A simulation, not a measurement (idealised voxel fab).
Documented hereafter: the process module known as voxel ribs on slabs.
Square cells of 5 nm make up the cross-section cut, whose width is 255 nm.
In what follows, cross-sections appear as grids of square cells, described through bands that run from the top down, where every band is one or more rows of cells.
Per band: top height and bottom height in nm, followed by the left-to-right materials and their widths in nm; "everywhere" marks a single material spanning edge to edge, "empty" marks empty space.
Height reference: 0 = level under which incoming wafer is all one material. Lowest band: no bottom, runs on downward, e.g. "top 0, no bottom".
It should be noted that a width expressed as "30 to 40" varies in equal increments from row to row of cells within the band, taking the value of the first number at the top row and that of the second number at the bottom row.
Take "remains unaltered" at face value: in the step it is given for, the cross-section changed in none of its cells.
Voids not open to the top, 8 cells minimum: see "Completely sealed voids". Written width x height at distance; distance is from the left edge; nm.
The remark found on a step's line after its settings is issued by the simulator itself and pertains to that step.
overlay nm: step with mask; distance mask lay right of planned place; negative value = left of planned place.

**Below is the list of planned process steps**
1) RECEIVE with material Si
2) DIRECTIONAL_DEP with material SiO2, thk nm 20
3) DIRECTIONAL_DEP with material polySi, thk nm 15
4) MASKED_ETCH with tone cover, mask id RIB, width nm 20, etch materials polySi, depth nm 5, overlay nm 0
5) DIRECTIONAL_DEP with material aC, thk nm 15
6) PATTERN with tone cover, mask id SLAB, material resist, width nm 70, thk nm 30, overlay nm 0
7) DIRECTIONAL_ETCH with etch materials aC, depth nm 15
8) STRIP with etch materials resist
9) DIRECTIONAL_ETCH with etch materials polySi, depth nm 10
10) STRIP with etch materials aC
11) FILL_DEP with material SiO2, thk nm 20
12) CMP with height nm 45
13) DIRECTIONAL_DEP with material W, thk nm 5
14) MASKED_ETCH with tone cover, mask id HEATER, width nm 30, etch materials W, depth nm 5, overlay nm 0
15) CONFORMAL_DEP with material SiN, thk nm 5

**Cross-section: wafer on arrival = after step 1**
- top 0, no bottom | Si everywhere
- Completely sealed voids: none

**a wafer at the end: this start, this plan, one mistake**
- top 55, bottom 50 | empty=105; SiN=40; empty=110
- top 50, bottom 45 | SiN=110; W=30; SiN=115
- top 45, bottom 35 | SiO2=90; polySi=70; SiO2=95
- top 35, bottom 20 | polySi everywhere
- top 20, bottom 0 | SiO2 everywhere
- top 0, no bottom | Si everywhere
- Completely sealed voids: none
Where did the run depart from the plan? execution of plan step 3 occurred twice
